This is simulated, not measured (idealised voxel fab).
The process module presented herein is designated voxel trench capacitor.
245 nm wide, 5 nm square cells: that's cross-section cut.
For the purposes of this document, a cross-section shall be understood as a grid of square cells, specified as bands listed in top-to-bottom order, each band consisting of one or more rows of cells. Read a band's entry like this: the first values are the height of its top and the height of its bottom in nm, and what follows is the sequence of materials from left to right, each with its width in nm. Note that "air" is empty space, and that a single material marked "all across" reaches across the band from edge to edge. Below 0: as-received wafer, all one material; heights counted from there. Lowest band: no bottom, goes on down, written "z 0 and below". Top row gets the first number, bottom row gets the second, and each row in between changes by the same step: that is how a band width like "30 to 40" works. Any step labelled "nothing altered" changed none of the cells in the cross-section. Empty spaces without an open route to the top, at least 8 cells in extent, make up the entry "Enclosed cavity list"; each is given as width x height at distance, where the distance is measured from the left edge, and all are in nm. On each step's line, the part that comes after the settings is the simulator's own comment on the step. "overlay nm" answers the question of how far to the right of plan the mask lay on a step that has a mask, and when it is negative the answer is to the left.

# Steps in the process plan
1. RECEIVE | material Si
2. CONFORMAL_DEP | material SiN | thk nm 10
3. MASKED_ETCH | tone open | mask id TRENCH | width nm 15 | pitch nm 30 | etch materials SiN | depth nm 5 | overlay nm 0
4. MASKED_ETCH | tone open | mask id TRENCH | width nm 15 | pitch nm 30 | etch materials Si | depth nm 30 | overlay nm 0
5. CONFORMAL_DEP | material Al2O3 | thk nm 5
6. FILL_DEP | material polySi | thk nm 5
7. CMP | height nm 10
Wafer-to-wafer difference: depth nm, step 3. Common start. Plan = first wafer's value.

# Cross-section of the first of several wafers on receipt, reflecting completion of step 1
    z 0 and below | Si all across
    Enclosed cavity list: none

# End of module: cross-section of the first of several wafers after step 7, the last step
    z 10 to 5 | 70 SiN | 15 Al2O3 | 15 SiN | 15 Al2O3 | 15 SiN | 15 Al2O3 | 15 SiN | 15 Al2O3 | 70 SiN
    z 5 to 0 | SiN all across
    z 0 and below | Si all across
    Enclosed cavity list: none

# At the end of the module, the last of several wafers in cross-section
    z 10 to 0 | 70 SiN | 5 Al2O3 | 5 polySi | 5 Al2O3 | 15 SiN | 5 Al2O3 | 5 polySi | 5 Al2O3 | 15 SiN | 5 Al2O3 | 5 polySi | 5 Al2O3 | 15 SiN | 5 Al2O3 | 5 polySi | 5 Al2O3 | 70 SiN
    z 0 to -25 | 70 Si | 5 Al2O3 | 5 polySi | 5 Al2O3 | 15 Si | 5 Al2O3 | 5 polySi | 5 Al2O3 | 15 Si | 5 Al2O3 | 5 polySi | 5 Al2O3 | 15 Si | 5 Al2O3 | 5 polySi | 5 Al2O3 | 70 Si
    z -25 to -30 | 70 Si | 15 Al2O3 | 15 Si | 15 Al2O3 | 15 Si | 15 Al2O3 | 15 Si | 15 Al2O3 | 70 Si
    z -30 and below | Si all across
    Enclosed cavity list: none

# The following table contains a row per wafer, in which are reported, at the conclusion of the module, the cells of each material gained (+) or lost (-) since the wafer's receipt, with its closed voids given thereafter
depth nm 5 | +12 Al2O3 | +86 SiN | Enclosed cavity list: none
depth nm 10 | +68 Al2O3 | -72 Si | +74 SiN | +28 polySi | Enclosed cavity list: none
depth nm 15 | +68 Al2O3 | -72 Si | +74 SiN | +28 polySi | Enclosed cavity list: none
depth nm 20 | +68 Al2O3 | -72 Si | +74 SiN | +28 polySi | Enclosed cavity list: none
depth nm 25 | +68 Al2O3 | -72 Si | +74 SiN | +28 polySi | Enclosed cavity list: none
